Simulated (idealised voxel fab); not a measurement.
Module name: voxel ribs on slabs (process module)
We display cut, a cross-section 260 nm in width whose square cells are each 5 nm.
A cross-section in this document is a grid of square cells, and it is written down as bands, the top band listed before the ones below it; a band is made up of one or more rows of cells.
A band entry consists of two parts. The first gives the height of the band's top and the height of its bottom, in nm. The rest lists the band's materials from left to right, each with its width in nm. A single material labelled with the word "edge to edge" fills the band from edge to edge, and the word "empty" marks empty space.
Beneath 0, the wafer as received is one material, and that level is where height counting begins. The lowest band goes on downward without a bottom; it is written like "0 nm and below".
Width: "30..40" (first number = top row, second number = bottom row, same change from row to row of cells).
Key: "stayed the same" - step with no changed cell in the cross-section.
"Closed void inventory" - sealed voids, min. 8 cells, no opening to top; format: width x height at distance (distance from left edge; nm throughout).
If you see something after the settings on a step's line, that's the simulator's own remark about that step.
If you see "overlay nm" on a step's line and that step has a mask, it's telling you how far right of where it was planned the mask ended up; a negative number means it went left instead.
[Set out below are the planned steps of the process]
1: op RECEIVE | material Si
2: op DIRECTIONAL_DEP | material SiO2 | thk nm 20
3: op DIRECTIONAL_DEP | material polySi | thk nm 25
4: op MASKED_ETCH | tone cover | mask id RIB | width nm 20 | etch materials polySi | depth nm 20 | overlay nm 0
5: op DIRECTIONAL_DEP | material aC | thk nm 15
6: op PATTERN | tone cover | mask id SLAB | material resist | width nm 60 | thk nm 35 | overlay nm 0
7: op DIRECTIONAL_ETCH | etch materials aC | depth nm 15
8: op STRIP | etch materials resist
9: op DIRECTIONAL_ETCH | etch materials polySi | depth nm 5
10: op STRIP | etch materials aC
11: op FILL_DEP | material SiO2 | thk nm 15
12: op CMP | height nm 55
13: op DIRECTIONAL_DEP | material TiN | thk nm 5
14: op DIRECTIONAL_DEP | material aC | thk nm 10
15: op PATTERN | tone cover | mask id HEATER | material resist | width nm 30 | thk nm 30 | overlay nm 0
16: op DIRECTIONAL_ETCH | etch materials aC | depth nm 10
17: op STRIP | etch materials resist
18: op DIRECTIONAL_ETCH | etch materials TiN | depth nm 5
19: op STRIP | etch materials aC
20: op CONFORMAL_DEP | material SiN | thk nm 10
[First out of two wafers; run went to plan]
[Received-state cross-section, reflecting completion of step 1]
* 0 nm and below: Si edge to edge
* Closed void inventory: none
[Cross-section of the wafer after step 2]
* 20 nm to 0 nm: SiO2 edge to edge
* No changes below 0.
[Cross-section of the wafer after step 3]
* 45 nm to 20 nm: polySi edge to edge
* No changes below 20.
[Cross-section of the wafer after step 4]
* 45 nm to 25 nm: empty 120 nm, then polySi 20 nm, then empty 120 nm
* No changes below 25.
[Cross-section of the wafer after step 5]
* 60 nm to 45 nm: empty 120 nm, then aC 20 nm, then empty 120 nm
* 45 nm to 40 nm: empty 120 nm, then polySi 20 nm, then empty 120 nm
* 40 nm to 25 nm: aC 120 nm, then polySi 20 nm, then aC 120 nm
* No changes below 25.
[Cross-section of the wafer after step 6]
* 95 nm to 60 nm: empty 100 nm, then resist 60 nm, then empty 100 nm
* 60 nm to 45 nm: empty 100 nm, then resist 20 nm, then aC 20 nm, then resist 20 nm, then empty 100 nm
* 45 nm to 40 nm: empty 100 nm, then resist 20 nm, then polySi 20 nm, then resist 20 nm, then empty 100 nm
* No changes below 40.
[Cross-section of the wafer after step 7]
* 80 nm to 60 nm: empty 100 nm, then resist 60 nm, then empty 100 nm
* 60 nm to 45 nm: empty 100 nm, then resist 20 nm, then aC 20 nm, then resist 20 nm, then empty 100 nm
* 45 nm to 40 nm: empty 100 nm, then resist 20 nm, then polySi 20 nm, then resist 20 nm, then empty 100 nm
* 40 nm to 25 nm: empty 100 nm, then aC 20 nm, then polySi 20 nm, then aC 20 nm, then empty 100 nm
* No changes below 25.
[Cross-section of the wafer after step 8]
* 60 nm to 45 nm: empty 120 nm, then aC 20 nm, then empty 120 nm
* 45 nm to 40 nm: empty 120 nm, then polySi 20 nm, then empty 120 nm
* No changes below 40.
[Cross-section of the wafer after step 9]
* 60 nm to 45 nm: empty 120 nm, then aC 20 nm, then empty 120 nm
* 45 nm to 40 nm: empty 120 nm, then polySi 20 nm, then empty 120 nm
* 40 nm to 25 nm: empty 100 nm, then aC 20 nm, then polySi 20 nm, then aC 20 nm, then empty 100 nm
* 25 nm to 20 nm: empty 100 nm, then polySi 60 nm, then empty 100 nm
* No changes below 20.
[Cross-section of the wafer after step 10]
* 45 nm to 25 nm: empty 120 nm, then polySi 20 nm, then empty 120 nm
* No changes below 25.
[Cross-section of the wafer after step 11]
* 60 nm to 45 nm: SiO2 edge to edge
* 45 nm to 25 nm: SiO2 120 nm, then polySi 20 nm, then SiO2 120 nm
* 25 nm to 20 nm: SiO2 100 nm, then polySi 60 nm, then SiO2 100 nm
* No changes below 20.
[Cross-section of the wafer after step 12]
* 55 nm to 45 nm: SiO2 edge to edge
* No changes below 45.
[Cross-section of the wafer after step 13]
* 60 nm to 55 nm: TiN edge to edge
* No changes below 55.
[Cross-section of the wafer after step 14]
* 70 nm to 60 nm: aC edge to edge
* No changes below 60.
[Cross-section of the wafer after step 15]
* 100 nm to 70 nm: empty 115 nm, then resist 30 nm, then empty 115 nm
* No changes below 70.
[Cross-section of the wafer after step 16]
* 90 nm to 70 nm: empty 115 nm, then resist 30 nm, then empty 115 nm
* 70 nm to 60 nm: empty 115 nm, then aC 30 nm, then empty 115 nm
* No changes below 60.
[Cross-section of the wafer after step 17]
* 70 nm to 60 nm: empty 115 nm, then aC 30 nm, then empty 115 nm
* No changes below 60.
[Cross-section of the wafer after step 18]
* 70 nm to 60 nm: empty 115 nm, then aC 30 nm, then empty 115 nm
* 60 nm to 55 nm: empty 115 nm, then TiN 30 nm, then empty 115 nm
* No changes below 55.
[Cross-section of the wafer after step 19]
* 60 nm to 55 nm: empty 115 nm, then TiN 30 nm, then empty 115 nm
* No changes below 55.
[Cross-section of the wafer after step 20]
* 70 nm to 65 nm: empty 105 nm, then SiN 50 nm, then empty 105 nm
* 65 nm to 60 nm: SiN edge to edge
* 60 nm to 55 nm: SiN 115 nm, then TiN 30 nm, then SiN 115 nm
* No changes below 55.
[Wafer two. Identical start, identical plan. One mistake in execution. Identical history through step 12]
[Second wafer, cross-section, planned end of step 13]
* 70 nm to 55 nm: TiN edge to edge
* No changes below 55.
[Second wafer, cross-section, planned end of step 14]
* 80 nm to 70 nm: aC edge to edge
* No changes below 70.
[Second wafer, cross-section, planned end of step 15]
* 110 nm to 80 nm: empty 115 nm, then resist 30 nm, then empty 115 nm
* No changes below 80.
[Second wafer, cross-section, planned end of step 16]
* 100 nm to 80 nm: empty 115 nm, then resist 30 nm, then empty 115 nm
* 80 nm to 70 nm: empty 115 nm, then aC 30 nm, then empty 115 nm
* No changes below 70.
[Second wafer, cross-section, planned end of step 17]
* 80 nm to 70 nm: empty 115 nm, then aC 30 nm, then empty 115 nm
* No changes below 70.
[Second wafer, cross-section, planned end of step 18]
* 80 nm to 70 nm: empty 115 nm, then aC 30 nm, then empty 115 nm
* 70 nm to 65 nm: empty 115 nm, then TiN 30 nm, then empty 115 nm
* No changes below 65.
[Second wafer, cross-section, planned end of step 19]
* 70 nm to 65 nm: empty 115 nm, then TiN 30 nm, then empty 115 nm
* No changes below 65.
[Second wafer, cross-section, planned end of step 20]
* 80 nm to 75 nm: empty 105 nm, then SiN 50 nm, then empty 105 nm
* 75 nm to 70 nm: SiN edge to edge
* 70 nm to 65 nm: SiN 115 nm, then TiN 30 nm, then SiN 115 nm
* No changes below 65.
Run error: not per plan at step 13, really ran op DIRECTIONAL_DEP | material TiN | thk nm 15
It is noted that, at the conclusion of processing, the second wafer exhibits a higher or lower cell count for certain materials relative to the first: TiN: 104 more
